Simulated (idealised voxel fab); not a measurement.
Presented below is a process module, voxel tone inversion.
Cross-sectional view cut (width: 245 nm; square cell size: 5 nm).
A cross-section is a grid of square cells, given in bands from the top down. A band is one or more rows of cells. Quick guide to a band line: top height, bottom height (nm) up front; then every material left to right with its width in nm. Only one material and it's marked "all across"? Then it fills the band edge to edge. And "air" just means empty space. For the purposes of this specification, 0 denotes the height below which the wafer in its as-received condition is composed wholly of one material, and the lowermost band, lacking a lower limit, extends downward without end, as expressed in "top 0, no bottom". With a width like "30 to 40", each row of cells in the band differs from the next by the same amount, the top row carrying the first number and the bottom row the second. Given "nothing changed" for a step, no cell of the cross-section differs between before and after that step. "Closed-off voids" specifies each empty space that is not open to the top and that occupies no fewer than 8 cells, using the form width x height at distance, the distance measured from the left edge and all three quantities in nm. If you see something after the settings on a step's line, that's the simulator's own remark about that step. overlay nm: right-of-plan distance of the mask on a masked step; negative values mean left-of-plan.
### Process steps - plan
1: RECEIVE [material Si]
2: CONFORMAL_DEP [material SiCN] [thk nm 5]
3: DIRECTIONAL_DEP [material polySi] [thk nm 15]
4: PATTERN [tone cover] [mask id POSTS] [material resist] [width nm 20] [pitch nm 45] [thk nm 20] [overlay nm 0]
5: DIRECTIONAL_ETCH [etch materials polySi] [depth nm 15]
6: STRIP [etch materials resist]
7: FILL_DEP [material lowk] [thk nm 5]
8: CMP [height nm 20]
9: STRIP [etch materials polySi]
### First out of two wafers; run went to plan
### Cross-section: wafer on arrival = after step 1
> top 0, no bottom: Si all across
> Closed-off voids: none
### Wafer section view after processing step 2
> top 5, bottom 0: SiCN all across
> Unchanged below 0.
### Wafer section view after processing step 3
> top 20, bottom 5: polySi all across
> Unchanged below 5.
### Wafer section view after processing step 4
> top 40, bottom 20: air=45, resist=20, air=25, resist=20, air=25, resist=20, air=25, resist=20, air=45
> Unchanged below 20.
### Wafer section view after processing step 5
> top 40, bottom 20: air=45, resist=20, air=25, resist=20, air=25, resist=20, air=25, resist=20, air=45
> top 20, bottom 5: air=45, polySi=20, air=25, polySi=20, air=25, polySi=20, air=25, polySi=20, air=45
> Unchanged below 5.
### Wafer section view after processing step 6
> top 20, bottom 5: air=45, polySi=20, air=25, polySi=20, air=25, polySi=20, air=25, polySi=20, air=45
> Unchanged below 5.
### Wafer section view after processing step 7
> top 25, bottom 20: lowk all across
> top 20, bottom 5: lowk=45, polySi=20, lowk=25, polySi=20, lowk=25, polySi=20, lowk=25, polySi=20, lowk=45
> Unchanged below 5.
### Wafer section view after processing step 8
> top 20, bottom 5: lowk=45, polySi=20, lowk=25, polySi=20, lowk=25, polySi=20, lowk=25, polySi=20, lowk=45
> Unchanged below 5.
### Wafer section view after processing step 9
> top 20, bottom 5: lowk=45, air=20, lowk=25, air=20, lowk=25, air=20, lowk=25, air=20, lowk=45
> Unchanged below 5.
### It is to be noted that the second wafer proceeded from the same initial state and according to the same plan as the first, although one mistake was committed in its execution; through step 3, inclusive, the two wafers share an identical history
### Cross-section of the second wafer at the time step 4 of the plan should have ended
> top 40, bottom 20: air=45, resist=25, air=20, resist=25, air=20, resist=25, air=20, resist=25, air=40
> Unchanged below 20.
### Cross-section of the second wafer at the time step 5 of the plan should have ended
> top 40, bottom 20: air=45, resist=25, air=20, resist=25, air=20, resist=25, air=20, resist=25, air=40
> top 20, bottom 5: air=45, polySi=25, air=20, polySi=25, air=20, polySi=25, air=20, polySi=25, air=40
> Unchanged below 5.
### Cross-section of the second wafer at the time step 6 of the plan should have ended
> top 20, bottom 5: air=45, polySi=25, air=20, polySi=25, air=20, polySi=25, air=20, polySi=25, air=40
> Unchanged below 5.
### Cross-section of the second wafer at the time step 7 of the plan should have ended
> top 25, bottom 20: lowk all across
> top 20, bottom 5: lowk=45, polySi=25, lowk=20, polySi=25, lowk=20, polySi=25, lowk=20, polySi=25, lowk=40
> Unchanged below 5.
### Cross-section of the second wafer at the time step 8 of the plan should have ended
> top 20, bottom 5: lowk=45, polySi=25, lowk=20, polySi=25, lowk=20, polySi=25, lowk=20, polySi=25, lowk=40
> Unchanged below 5.
### Cross-section of the second wafer at the time step 9 of the plan should have ended
> top 20, bottom 5: lowk=45, air=25, lowk=20, air=25, lowk=20, air=25, lowk=20, air=25, lowk=40
> Unchanged below 5.
Against the plan, the run slipped here: step 4 was not run as planned; what actually ran was PATTERN [tone cover] [mask id POSTS] [material resist] [width nm 25] [pitch nm 45] [thk nm 20] [overlay nm 0]
The closing comparison, in cells, has the second wafer with more or fewer of some materials than the first: lowk: 12 fewer
